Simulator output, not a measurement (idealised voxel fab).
Process module heading - voxel gate over fins
225 nm wide, 5 nm square cells: that's cross-section cut.
Square cells in a grid make up a cross-section in this document, and the grid is given as bands, listed from the top down, each one or more rows of cells. In this notation a band is specified by the heights of its top and bottom, in that order and in nm, after which its materials appear from left to right, each paired with its width in nm. The word "all across" attached to a single material means that material fills the band from edge to edge; the word "air" stands for empty space. All heights in this document are referenced to 0, defined as the level beneath which the wafer, as received, consists entirely of one material. The lowest band is not bounded below; it extends indefinitely downward and is written in the form "0 -> down". The expression "30..40" gives the width at the extremes of the band, the first number at its top row of cells and the second at its bottom row, with the width changing by equal amounts from each row to the next in between. You'll sometimes find "nothing got changed" written for a step, and that's the way of saying that nowhere in the cross-section did a cell change during that step. This entry, "Enclosed void list", enumerates those empty regions of no fewer than 8 cells that possess no open connection to the top. Each region is reported in the form width x height at distance, the distance being taken from the left edge, with all three quantities expressed in nm. It should be noted that, on the line of a given step, the content following the step's settings is a remark produced by the simulator itself with respect to that step. "overlay nm" answers the question of how far to the right of plan the mask lay on a step that has a mask, and when it is negative the answer is to the left.

### Planned process steps
1) RECEIVE (material Si)
2) CONFORMAL_DEP (material SiN; thk nm 10)
3) DIRECTIONAL_DEP (material aC; thk nm 15)
4) PATTERN (tone cover; mask id FINS; material resist; width nm 15; pitch nm 35; thk nm 30; overlay nm 0)
5) DIRECTIONAL_ETCH (etch materials aC; depth nm 15)
6) STRIP (etch materials resist)
7) DIRECTIONAL_ETCH (etch materials SiN; depth nm 10)
8) DIRECTIONAL_ETCH (etch materials Si; depth nm 40)
9) STRIP (etch materials aC)
10) OXIDIZE (depth nm 5)
11) FILL_DEP (material SiO2; thk nm 10)
12) CMP (height nm 10)
13) SELECTIVE_ETCH (etch materials SiO2; depth nm 20)
14) STRIP (etch materials SiN)
15) CONFORMAL_DEP (material HfO2; thk nm 5)
16) CONFORMAL_DEP (material TiN; thk nm 5)
17) CONFORMAL_DEP (material TiAl; thk nm 5)
18) CONFORMAL_DEP (material TiN; thk nm 5)
19) FILL_DEP (material W; thk nm 10)
20) CMP (height nm 25)
21) CONFORMAL_DEP (material SiN; thk nm 10)

### Cross-section of the incoming wafer, state after step 1
  0 -> down: Si all across
  Enclosed void list: none

### What the wafer looks like in cross-section after this module, when it starts as shown above and follows the plan above but one mistake is made in running it
  35 -> 25: SiN all across
  25 -> 20: W all across
  20 -> 15: TiN all across
  15 -> 10: TiAl all across
  10 -> 5: TiN 55 nm  TiAl 5 nm  TiN 30 nm  TiAl 5 nm  TiN 30 nm  TiAl 5 nm  TiN 30 nm  TiAl 5 nm  TiN 60 nm
  5 -> 0: HfO2 50 nm  TiN 5 nm  TiAl 5 nm  TiN 5 nm  HfO2 20 nm  TiN 5 nm  TiAl 5 nm  TiN 5 nm  HfO2 20 nm  TiN 5 nm  TiAl 5 nm  TiN 5 nm  HfO2 20 nm  TiN 5 nm  TiAl 5 nm  TiN 5 nm  HfO2 55 nm
  0 -> -5: Si 45 nm  HfO2 5 nm  TiN 15 nm  HfO2 5 nm  Si 10 nm  HfO2 5 nm  TiN 15 nm  HfO2 5 nm  Si 10 nm  HfO2 5 nm  TiN 15 nm  HfO2 5 nm  Si 10 nm  HfO2 5 nm  TiN 15 nm  HfO2 5 nm  Si 50 nm
  -5 -> -10: Si 45 nm  HfO2 25 nm  Si 10 nm  HfO2 25 nm  Si 10 nm  HfO2 25 nm  Si 10 nm  HfO2 25 nm  Si 50 nm
  -10 -> -45: Si 45 nm  SiO2 25 nm  Si 10 nm  SiO2 25 nm  Si 10 nm  SiO2 25 nm  Si 10 nm  SiO2 25 nm  Si 50 nm
  -45 -> down: Si all across
  Enclosed void list: none
Which mistake was made when the wafer was run? step 4 did not happen as planned, as run it was PATTERN (tone open; mask id FINS; material resist; width nm 15; pitch nm 35; thk nm 30; overlay nm 0)
